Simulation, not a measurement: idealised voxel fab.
Name of the process module below: voxel lift off
Cross-section cut: width 175 nm, square cells of 5 nm.
Cross-section = grid of square cells, listed top down in bands; band = one or more rows.
Band entry format. Leading values: height of top, height of bottom, nm. Remainder: materials in left-to-right order, each with its width in nm. Special words: "everywhere" on a single material, which then fills the band edge to edge; "air", empty space.
A quick word on heights: they are counted from 0, and under that level the wafer as it came to us is one material throughout. The lowest band is different from the rest in having no bottom; it simply continues downward, written as in "0 down".
Width "30..40": first value at the band's top row of cells, second value at its bottom row, equal change from row to row.
Take "identical to before" at face value: in the step it is given for, the cross-section changed in none of its cells.
Each empty space that has no open way to the top and spans at least 8 cells appears under "Unvented cavities" as width x height at distance, the distance counted from the left edge, all in nm.
That trailing text on a step's line, after the settings, is the simulator's own remark on the step.
If you see "overlay nm" on a step's line and that step has a mask, it's telling you how far right of where it was planned the mask ended up; a negative number means it went left instead.

THE FOLLOWING LIST GIVES THE PLANNED PROCESS STEPS
| 1 | RECEIVE: material Si |
| 2 | CONFORMAL_DEP: material SiN, thk nm 15 |
| 3 | PATTERN: tone open, mask id LINES, material resist, width nm 15, pitch nm 35, thk nm 25, overlay nm 0 |
| 4 | DIRECTIONAL_DEP: material Ru, thk nm 10 |
| 5 | STRIP: etch materials resist |
| 6 | CONFORMAL_DEP: material SiCN, thk nm 10 |

FIRST OF THE TWO WAFERS, RUN PER PLAN

AS RECEIVED, AFTER STEP 1
> 0 down = Si everywhere
> Unvented cavities: none

STEP 2 DONE - WAFER CROSS-SECTION
> 15 to 0 = SiN everywhere
> No changes below 0.

STEP 3 DONE - WAFER CROSS-SECTION
> 40 to 15 = resist (25)  air (15)  resist (20)  air (15)  resist (20)  air (15)  resist (20)  air (15)  resist (30)
> No changes below 15.

STEP 4 DONE - WAFER CROSS-SECTION
> 50 to 40 = Ru (25)  air (15)  Ru (20)  air (15)  Ru (20)  air (15)  Ru (20)  air (15)  Ru (30)
> 40 to 25 = resist (25)  air (15)  resist (20)  air (15)  resist (20)  air (15)  resist (20)  air (15)  resist (30)
> 25 to 15 = resist (25)  Ru (15)  resist (20)  Ru (15)  resist (20)  Ru (15)  resist (20)  Ru (15)  resist (30)
> No changes below 15.

STEP 5 DONE - WAFER CROSS-SECTION
> 25 to 15 = air (25)  Ru (15)  air (20)  Ru (15)  air (20)  Ru (15)  air (20)  Ru (15)  air (30)
> No changes below 15.

STEP 6 DONE - WAFER CROSS-SECTION
> 35 to 25 = air (15)  SiCN (140)  air (20)
> 25 to 15 = SiCN (25)  Ru (15)  SiCN (20)  Ru (15)  SiCN (20)  Ru (15)  SiCN (20)  Ru (15)  SiCN (30)
> No changes below 15.

WAFER TWO OF THE PAIR: SAME ORIGIN, SAME PLAN, ONE ERROR DURING THE RUN; IDENTICAL TO WAFER ONE UP TO AND INCLUDING STEP 5

CROSS-SECTION OF THE SECOND WAFER CORRESPONDING TO THE PLANNED CONCLUSION OF STEP 6
> 35 to 25 = air (15)  SiN (140)  air (20)
> 25 to 15 = SiN (25)  Ru (15)  SiN (20)  Ru (15)  SiN (20)  Ru (15)  SiN (20)  Ru (15)  SiN (30)
> No changes below 15.
Against the plan, the run slipped here: planned and actual differ for step 6; actual: CONFORMAL_DEP: material SiN, thk nm 10
Counted in cells at the end, the second wafer holds more or fewer of these materials than the first: 102 fewer of SiCN, 102 more of SiN
